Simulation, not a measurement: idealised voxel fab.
The document below concerns the process module designated voxel capacitor over wiring.
Cross-section cut: width 250 nm, square cells of 5 nm.
Cross-section layout: square cells on a grid; listed as bands, top to bottom; a band spans one or more cell rows. The band entry comprises the height of the band's top followed by the height of its bottom, expressed in nm, and subsequently the band's materials from left to right, each stated together with its width in nm. Where a single material is marked with the word "everywhere", that material fills the band from edge to edge. The word "air" represents empty space. Basically, 0 is our baseline, since under it the wafer straight out of the box is all one material. The bottom band has no lower end and keeps on going down, so it looks like "top 0, no bottom". A two-number width, for instance "30..40", indicates that the width is equal to the first number in the top row of the band and to the second number in the bottom row, and that it changes by a constant amount per row of cells. Take "nothing changed" at face value: in the step it is given for, the cross-section changed in none of its cells. Closed empty spaces (no open way to the top) of 8 cells or more are what "Sealed voids" lists, each as width x height at distance from the left edge, nm for all three. On a step's line, text after the settings is the simulator commenting on that step. The "overlay nm" setting may appear on a step's line; for a step that uses a mask, it gives how far to the right of its planned position the mask lay, and a negative value indicates the left.

**The steps planned for the process are as follows**
- 1: RECEIVE with material Si
- 2: CONFORMAL_DEP with material SiO2, thk nm 15
- 3: CONFORMAL_DEP with material SiCN, thk nm 5
- 4: DIRECTIONAL_DEP with material lowk, thk nm 15
- 5: DIRECTIONAL_DEP with material aC, thk nm 15
- 6: PATTERN with tone open, mask id METAL_1, material resist, width nm 30, pitch nm 90, thk nm 30, overlay nm 0
- 7: DIRECTIONAL_ETCH with etch materials aC, depth nm 15
- 8: STRIP with etch materials resist
- 9: DIRECTIONAL_ETCH with etch materials lowk, depth nm 15
- 10: DIRECTIONAL_ETCH with etch materials SiCN, depth nm 5
- 11: STRIP with etch materials aC
- 12: CONFORMAL_DEP with material TiN, thk nm 5
- 13: FILL_DEP with material Cu, thk nm 10
- 14: CMP with height nm 35
- 15: CONFORMAL_DEP with material SiCN, thk nm 5
- 16: DIRECTIONAL_DEP with material SiO2, thk nm 15
- 17: MASKED_ETCH with tone open, mask id PLUG_1, width nm 15, etch materials SiO2, depth nm 15, overlay nm 0
- 18: MASKED_ETCH with tone open, mask id PLUG_1, width nm 15, etch materials SiCN, depth nm 5, overlay nm 0
- 19: EPI with material Ru, thk nm 10
- 20: EPI with material Ru, thk nm 10
- 21: DIRECTIONAL_DEP with material TiN, thk nm 10
- 22: DIRECTIONAL_DEP with material Al2O3, thk nm 5
- 23: DIRECTIONAL_DEP with material TiN, thk nm 10
- 24: MASKED_ETCH with tone cover, mask id UPPER_PLATE, width nm 65, etch materials TiN, depth nm 10, overlay nm 0
- 25: MASKED_ETCH with tone cover, mask id UPPER_PLATE, width nm 65, etch materials Al2O3, depth nm 5, overlay nm 0
- 26: PATTERN with tone cover, mask id LOWER_PLATE, material resist, width nm 75, thk nm 20, overlay nm 0
- 27: DIRECTIONAL_ETCH with etch materials TiN, depth nm 10
- 28: STRIP with etch materials resist
- 29: FILL_DEP with material SiO2, thk nm 15
- 30: CMP with height nm 90
- 31: PATTERN with tone open, mask id PLUG_2, material resist, width nm 15, thk nm 15, overlay nm 0
- 32: DIRECTIONAL_ETCH with etch materials SiO2, depth nm 10
- 33: STRIP with etch materials resist
- 34: CONFORMAL_DEP with material TiN, thk nm 5
- 35: FILL_DEP with material Ru, thk nm 5
- 36: CMP with height nm 90
- 37: CONFORMAL_DEP with material SiCN, thk nm 5

**Cross-section, incoming material, after step 1**
    top 0, no bottom: Si everywhere
    Sealed voids: none

**The first of two wafers, cross-sectioned at the end of the module, with the run proceeding as planned**
    top 95, bottom 90: SiCN everywhere
    top 90, bottom 85: SiO2 90  TiN 5  Ru 5  TiN 5  SiO2 145
    top 85, bottom 80: SiO2 90  TiN 15  SiO2 145
    top 80, bottom 70: SiO2 80  TiN 65  SiO2 105
    top 70, bottom 65: SiO2 80  Al2O3 65  SiO2 105
    top 65, bottom 55: SiO2 75  TiN 75  SiO2 100
    top 55, bottom 40: SiO2 80  Ru 15  SiO2 155
    top 40, bottom 35: SiCN 80  Ru 15  SiCN 155
    top 35, bottom 20: lowk 65  TiN 5  Cu 20  TiN 5  lowk 60  TiN 5  Cu 20  TiN 5  lowk 65
    top 20, bottom 15: SiCN 65  TiN 30  SiCN 60  TiN 30  SiCN 65
    top 15, bottom 0: SiO2 everywhere
    top 0, no bottom: Si everywhere
    Sealed voids: none

**What the second wafer looks like in cross-section once the module is done. Its start and its plan matched the first wafer's exactly; what differed was one mistake in how it was run**
    top 95, bottom 90: SiCN everywhere
    top 90, bottom 85: SiO2 80  Al2O3 65  SiO2 105
    top 85, bottom 75: SiO2 75  TiN 75  SiO2 100
    top 75, bottom 55: Ru everywhere
    top 55, bottom 40: Cu everywhere
    top 40, bottom 35: SiCN everywhere
    top 35, bottom 20: lowk 65  TiN 5  Cu 20  TiN 5  lowk 60  TiN 5  Cu 20  TiN 5  lowk 65
    top 20, bottom 15: SiCN 65  TiN 30  SiCN 60  TiN 30  SiCN 65
    top 15, bottom 0: SiO2 everywhere
    top 0, no bottom: Si everywhere
    Sealed voids: none
Against the plan, the run slipped here: it should be noted that step 16 was executed with settings other than those planned, the operation and settings actually applied being DIRECTIONAL_DEP with material Cu, thk nm 15
Cell-count delta at end, second wafer over first, by material: Cu +150; Ru +187; SiCN +3; SiO2 -309; TiN -31
